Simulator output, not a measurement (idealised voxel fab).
The following process module bears the name voxel transistor to metal.
Square cell edge 5 nm, section width 150 nm, ID cut.
Format of a cross-section: grid, square cells. Given as bands. Order: top down. Band: one or more rows of cells.
Heights first: top, then bottom, in nm. Then materials, left to right, each with a width in nm. "throughout" on a single material: fills the band edge to edge. "blank": empty space.
The level at which height equals 0 is the one under which the wafer, as it arrives, is entirely one material. No lower edge exists for the bottom band, which continues downward and is notated as in "0 and below".
You'd read "30->40" like this: the band's top row of cells is as wide as the first number, its bottom row is as wide as the second, and going down, every row changes width by the same amount as the row before did.
"same as before" means the step left every cell of the cross-section as it was.
Empty spaces without an open route to the top, at least 8 cells in extent, make up the entry "Trapped cavities"; each is given as width x height at distance, where the distance is measured from the left edge, and all are in nm.
On a step's line, text after the settings is the simulator commenting on that step.
Regarding "overlay nm": on a step with a mask, it is the distance the mask lay to the right of its planned place; a negative value places it to the left.
Below is the list of planned process steps
1 RECEIVE, material Si
2 OXIDIZE, depth nm 5
3 CONFORMAL_DEP, material SiN, thk nm 10
4 MASKED_ETCH, tone cover, mask id ACTIVE, width nm 115, etch materials SiN, depth nm 10, overlay nm 0
5 MASKED_ETCH, tone cover, mask id ACTIVE, width nm 115, etch materials SiO2, depth nm 5, overlay nm 0
6 MASKED_ETCH, tone cover, mask id ACTIVE, width nm 115, etch materials Si, depth nm 25, overlay nm 0
7 OXIDIZE, depth nm 5
8 FILL_DEP, material SiO2, thk nm 10
9 CMP, height nm 10
10 SELECTIVE_ETCH, etch materials SiO2, depth nm 5
11 STRIP, etch materials SiN
12 SELECTIVE_ETCH, etch materials SiO2, depth nm 5
13 OXIDIZE, depth nm 5
14 DIRECTIONAL_DEP, material polySi, thk nm 30
15 DIRECTIONAL_DEP, material SiCN, thk nm 15
16 DIRECTIONAL_DEP, material aC, thk nm 15
17 PATTERN, tone cover, mask id GATE, material resist, width nm 25, thk nm 35, overlay nm 0
18 DIRECTIONAL_ETCH, etch materials aC, depth nm 15
19 STRIP, etch materials resist
20 DIRECTIONAL_ETCH, etch materials SiCN, depth nm 25
21 DIRECTIONAL_ETCH, etch materials polySi, depth nm 40
22 STRIP, etch materials aC
23 CONFORMAL_DEP, material SiN, thk nm 5
24 DIRECTIONAL_ETCH, etch materials SiN, depth nm 5
25 DIRECTIONAL_ETCH, etch materials SiO2, depth nm 5
26 EPI, material nSi, thk nm 5
27 FILL_DEP, material SiO2, thk nm 10
28 CMP, height nm 25
29 STRIP, etch materials polySi
30 SELECTIVE_ETCH, etch materials SiO2, depth nm 5
31 CONFORMAL_DEP, material HfO2, thk nm 5
32 CONFORMAL_DEP, material TiN, thk nm 5
33 FILL_DEP, material W, thk nm 5
34 CMP, height nm 20
35 DIRECTIONAL_DEP, material SiO2, thk nm 10
36 DIRECTIONAL_DEP, material aC, thk nm 10
37 PATTERN, tone open, mask id CONTACT, material resist, width nm 20, pitch nm 85, thk nm 25, overlay nm 0
38 DIRECTIONAL_ETCH, etch materials aC, depth nm 10
39 STRIP, etch materials resist
40 DIRECTIONAL_ETCH, etch materials SiO2, depth nm 35
41 STRIP, etch materials aC
42 CONFORMAL_DEP, material TiN, thk nm 5
43 FILL_DEP, material W, thk nm 10
44 CMP, height nm 30
45 DIRECTIONAL_DEP, material TiN, thk nm 5
46 DIRECTIONAL_DEP, material W, thk nm 15
47 DIRECTIONAL_DEP, material aC, thk nm 15
48 PATTERN, tone cover, mask id METAL_1, material resist, width nm 20, pitch nm 85, thk nm 30, overlay nm 0
49 DIRECTIONAL_ETCH, etch materials aC, depth nm 15
50 STRIP, etch materials resist
51 DIRECTIONAL_ETCH, etch materials W, depth nm 15
52 DIRECTIONAL_ETCH, etch materials TiN, depth nm 5
53 STRIP, etch materials aC
54 CONFORMAL_DEP, material SiCN, thk nm 5
55 FILL_DEP, material lowk, thk nm 10
56 CMP, height nm 50
57 CONFORMAL_DEP, material SiCN, thk nm 5
58 DIRECTIONAL_DEP, material lowk, thk nm 35
59 PATTERN, tone open, mask id METAL_2, material resist, width nm 20, pitch nm 85, thk nm 20, overlay nm 0
60 DIRECTIONAL_ETCH, etch materials lowk, depth nm 20
61 STRIP, etch materials resist
62 DIRECTIONAL_DEP, material aC, thk nm 15
63 PATTERN, tone open, mask id METAL_2_HOLES, material resist, width nm 15, pitch nm 85, thk nm 35, overlay nm 0
64 DIRECTIONAL_ETCH, etch materials aC, depth nm 15
65 STRIP, etch materials resist
66 DIRECTIONAL_ETCH, etch materials lowk, depth nm 15
67 DIRECTIONAL_ETCH, etch materials SiCN, depth nm 5
68 STRIP, etch materials aC
69 CONFORMAL_DEP, material TiN, thk nm 5
70 FILL_DEP, material Cu, thk nm 10
71 CMP, height nm 90
72 CONFORMAL_DEP, material SiCN, thk nm 5
Received-state cross-section, reflecting completion of step 1
* 0 and below: Si throughout
* Trapped cavities: none
End-of-module XS, first of two wafers, run as planned
* 95 down to 90: SiCN throughout
* 90 down to 75: lowk=20; TiN=5; Cu=10; TiN=5; lowk=65; TiN=5; Cu=10; TiN=5; lowk=25
* 75 down to 70: lowk=20; TiN=5; Cu=5; TiN=10; lowk=65; TiN=5; Cu=5; TiN=10; lowk=25
* 70 down to 55: lowk=20; TiN=5; Cu=5; TiN=5; lowk=70; TiN=5; Cu=5; TiN=5; lowk=30
* 55 down to 50: SiCN=20; TiN=15; SiCN=70; TiN=15; SiCN=30
* 50 down to 35: lowk=15; SiCN=5; W=20; SiCN=5; lowk=55; SiCN=5; W=20; SiCN=5; lowk=20
* 35 down to 30: SiCN=20; TiN=20; SiCN=65; TiN=20; SiCN=25
* 30 down to 20: SiO2=20; TiN=5; W=10; TiN=5; SiO2=65; TiN=5; W=10; TiN=5; SiO2=25
* 20 down to 0: SiO2=20; TiN=5; W=10; TiN=5; SiO2=15; SiN=5; HfO2=5; TiN=5; W=5; TiN=5; HfO2=5; SiN=5; SiO2=15; TiN=5; W=10; TiN=5; SiO2=25
* 0 down to -5: SiO2=10; SiN=5; SiO2=5; TiN=20; SiO2=15; SiN=5; HfO2=5; TiN=15; HfO2=5; SiN=5; SiO2=15; TiN=20; SiO2=5; SiN=5; SiO2=15
* -5 down to -10: SiO2=15; nSi=40; HfO2=35; nSi=40; SiO2=20
* -10 down to -35: SiO2=20; Si=105; SiO2=25
* -35 and below: Si throughout
* Trapped cavities: none
Cross-sectional view of the second of two wafers upon completion of the module. This wafer shared its starting condition and process plan with the first; one error was made during its execution
* 95 down to 90: SiCN throughout
* 90 down to 75: lowk=20; TiN=5; Cu=10; TiN=5; lowk=65; TiN=5; Cu=10; TiN=5; lowk=25
* 75 down to 70: lowk=20; TiN=5; Cu=5; TiN=10; lowk=65; TiN=5; Cu=5; TiN=10; lowk=25
* 70 down to 55: lowk=20; TiN=5; Cu=5; TiN=5; lowk=70; TiN=5; Cu=5; TiN=5; lowk=30
* 55 down to 50: SiCN=20; TiN=15; SiCN=70; TiN=15; SiCN=30
* 50 down to 35: lowk=15; SiCN=5; W=20; SiCN=5; lowk=55; SiCN=5; W=20; SiCN=5; lowk=20
* 35 down to 30: SiCN=20; TiN=20; SiCN=65; TiN=20; SiCN=25
* 30 down to 20: SiO2=20; TiN=5; W=10; TiN=5; SiO2=65; TiN=5; W=10; TiN=5; SiO2=25
* 20 down to 0: SiO2=20; TiN=5; W=10; TiN=5; SiO2=15; SiN=5; HfO2=5; TiN=5; Cu=5; TiN=5; HfO2=5; SiN=5; SiO2=15; TiN=5; W=10; TiN=5; SiO2=25
* 0 down to -5: SiO2=10; SiN=5; SiO2=5; TiN=20; SiO2=15; SiN=5; HfO2=5; TiN=15; HfO2=5; SiN=5; SiO2=15; TiN=20; SiO2=5; SiN=5; SiO2=15
* -5 down to -10: SiO2=15; nSi=40; HfO2=35; nSi=40; SiO2=20
* -10 down to -35: SiO2=20; Si=105; SiO2=25
* -35 and below: Si throughout
* Trapped cavities: none
what went wrong: step 33 was not run as planned; what actually ran was FILL_DEP, material Cu, thk nm 5
Per the end-of-run cell counts, the second wafer holds more or fewer of some materials than the first: +4 Cu; -4 W
